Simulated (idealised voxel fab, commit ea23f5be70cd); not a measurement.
The process module presented herein is designated voxel ribs on slabs.
The cross-section shown here is cut; it is 265 nm wide and divided into square cells measuring 5 nm on a side.
How to read a cross-section here: the picture is a grid of square cells, written as bands going from the top down, and any band can span one or more rows of cells. What a band's entry tells you: where the top is and where the bottom is, as heights in nm, and after that what lies inside, material by material from left to right, each with its width in nm. Empty space is written as the word "empty", and a single material marked with the word "all across" occupies the band from edge to edge. Counting heights begins at 0, where everything beneath is, in the wafer as received, one material. The lowest band has no bottom; it goes on downwards, as "0 -> down" shows. Width: "30 to 40" (first number = top row, second number = bottom row, same change from row to row of cells). The designation "no change occurred", where it is given for a processing step, indicates that no cell of the cross-section was altered in the course of that step. Listed in "Encapsulated voids": every empty space of 8 or more cells without an open way to the top. Form: width x height at distance, the distance being from the left edge, all in nm. The remark found on a step's line after its settings is issued by the simulator itself and pertains to that step. overlay nm: for a step with a mask, the amount by which the mask lay right of where it was planned; a negative amount means left of it.
Set out below are the planned steps of the process
1) RECEIVE (material Si)
2) DIRECTIONAL_DEP (material SiO2; thk nm 25)
3) DIRECTIONAL_DEP (material polySi; thk nm 15)
4) DIRECTIONAL_DEP (material aC; thk nm 15)
5) PATTERN (tone cover; mask id RIB; material resist; width nm 20; thk nm 30; overlay nm 0)
6) DIRECTIONAL_ETCH (etch materials aC; depth nm 15)
7) STRIP (etch materials resist)
8) DIRECTIONAL_ETCH (etch materials polySi; depth nm 5)
9) STRIP (etch materials aC)
10) DIRECTIONAL_DEP (material aC; thk nm 10)
11) PATTERN (tone cover; mask id SLAB; material resist; width nm 50; thk nm 25; overlay nm 0)
12) DIRECTIONAL_ETCH (etch materials aC; depth nm 10)
13) STRIP (etch materials resist)
14) DIRECTIONAL_ETCH (etch materials polySi; depth nm 10)
15) STRIP (etch materials aC)
16) FILL_DEP (material SiO2; thk nm 30)
17) CMP (height nm 60)
18) DIRECTIONAL_DEP (material W; thk nm 10)
19) MASKED_ETCH (tone cover; mask id HEATER; width nm 30; etch materials W; depth nm 10; overlay nm 0)
20) CONFORMAL_DEP (material SiO2; thk nm 10)
Cross-section of the wafer upon arrival, representing the state reached after step 1
- 0 -> down: Si all across
- Encapsulated voids: none
The following cross-section depicts the wafer upon conclusion of the module. Processing commenced from the starting condition illustrated above and adhered to the plan illustrated above, save for one mistake in execution
- 75 -> 70: empty (105); SiO2 (50); empty (110)
- 70 -> 65: SiO2 all across
- 65 -> 60: SiO2 (115); W (30); SiO2 (120)
- 60 -> 40: SiO2 all across
- 40 -> 35: SiO2 (120); polySi (20); SiO2 (125)
- 35 -> 25: SiO2 (105); polySi (50); SiO2 (110)
- 25 -> 0: SiO2 all across
- 0 -> down: Si all across
- Encapsulated voids: none
Error vs. plan: it should be noted that step 18 was executed with settings other than those planned, the operation and settings actually applied being DIRECTIONAL_DEP (material W; thk nm 5)
